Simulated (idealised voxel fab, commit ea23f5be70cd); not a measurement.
Name of the process module below: voxel fin reveal
Cross-sectional view cut (width: 240 nm; square cell size: 5 nm).
A cross-section is a grid of square cells, given in bands from the top down. A band is one or more rows of cells.
What a band's entry tells you: where the top is and where the bottom is, as heights in nm, and after that what lies inside, material by material from left to right, each with its width in nm. Empty space is written as the word "blank", and a single material marked with the word "throughout" occupies the band from edge to edge.
All heights in this document are referenced to 0, defined as the level beneath which the wafer, as received, consists entirely of one material. The lowest band is not bounded below; it extends indefinitely downward and is written in the form "0..down".
Graded width ("30 to 40"): value in top row of band = first number; value in bottom row = second number; row-to-row change constant.
"left unchanged", as given for a step, is the statement that not any cell of the cross-section underwent a change during that step.
In "Voids, fully enclosed" the enclosed voids are listed, meaning empty spaces of 8 cells or larger without any opening to the top. The form is width x height at distance, distance from the left edge, units nm.
On each step's line, the part that comes after the settings is the simulator's own comment on the step.
overlay nm: step with mask; distance mask lay right of planned place; negative value = left of planned place.

Here's what the planned process steps look like
1: RECEIVE [material Si]
2: CONFORMAL_DEP [material SiN] [thk nm 5]
3: DIRECTIONAL_DEP [material aC] [thk nm 15]
4: PATTERN [tone cover] [mask id FINS] [material resist] [width nm 15] [pitch nm 45] [thk nm 35] [overlay nm 0]
5: DIRECTIONAL_ETCH [etch materials aC] [depth nm 15]
6: STRIP [etch materials resist]
7: DIRECTIONAL_ETCH [etch materials SiN] [depth nm 5]
8: DIRECTIONAL_ETCH [etch materials Si] [depth nm 35]
9: STRIP [etch materials aC]
10: FILL_DEP [material SiO2] [thk nm 15]
11: CMP [height nm 5]
12: SELECTIVE_ETCH [etch materials SiO2] [depth nm 30]
13: STRIP [etch materials SiN]
14: CONFORMAL_DEP [material HfO2] [thk nm 5]

Cross-section: wafer on arrival = after step 1
    0..down | Si throughout
    Voids, fully enclosed: none

Run as planned - first of the two wafers cross-sectioned at the end of the module
    5..0 | blank 60 nm, HfO2 25 nm, blank 20 nm, HfO2 25 nm, blank 20 nm, HfO2 25 nm, blank 65 nm
    0..-20 | blank 60 nm, HfO2 5 nm, Si 15 nm, HfO2 5 nm, blank 20 nm, HfO2 5 nm, Si 15 nm, HfO2 5 nm, blank 20 nm, HfO2 5 nm, Si 15 nm, HfO2 5 nm, blank 65 nm
    -20..-25 | HfO2 65 nm, Si 15 nm, HfO2 30 nm, Si 15 nm, HfO2 30 nm, Si 15 nm, HfO2 70 nm
    -25..-35 | SiO2 65 nm, Si 15 nm, SiO2 30 nm, Si 15 nm, SiO2 30 nm, Si 15 nm, SiO2 70 nm
    -35..down | Si throughout
    Voids, fully enclosed: none

So this is wafer number two of the two, cut at the end of the module - it started where the first did and had the same plan, we just got one thing wrong running it
    10..5 | HfO2 70 nm, blank 5 nm, HfO2 40 nm, blank 5 nm, HfO2 40 nm, blank 5 nm, HfO2 75 nm
    5..0 | HfO2 throughout
    0..-35 | HfO2 65 nm, Si 15 nm, HfO2 30 nm, Si 15 nm, HfO2 30 nm, Si 15 nm, HfO2 70 nm
    -35..down | Si throughout
    Voids, fully enclosed: none
What went wrong in running the wafer? rather than as planned, step 10 actually ran as FILL_DEP [material HfO2] [thk nm 15]
The final cell counts differ between the wafers, with the second having more or fewer of some materials than the first: 288 more of HfO2; 78 fewer of SiO2
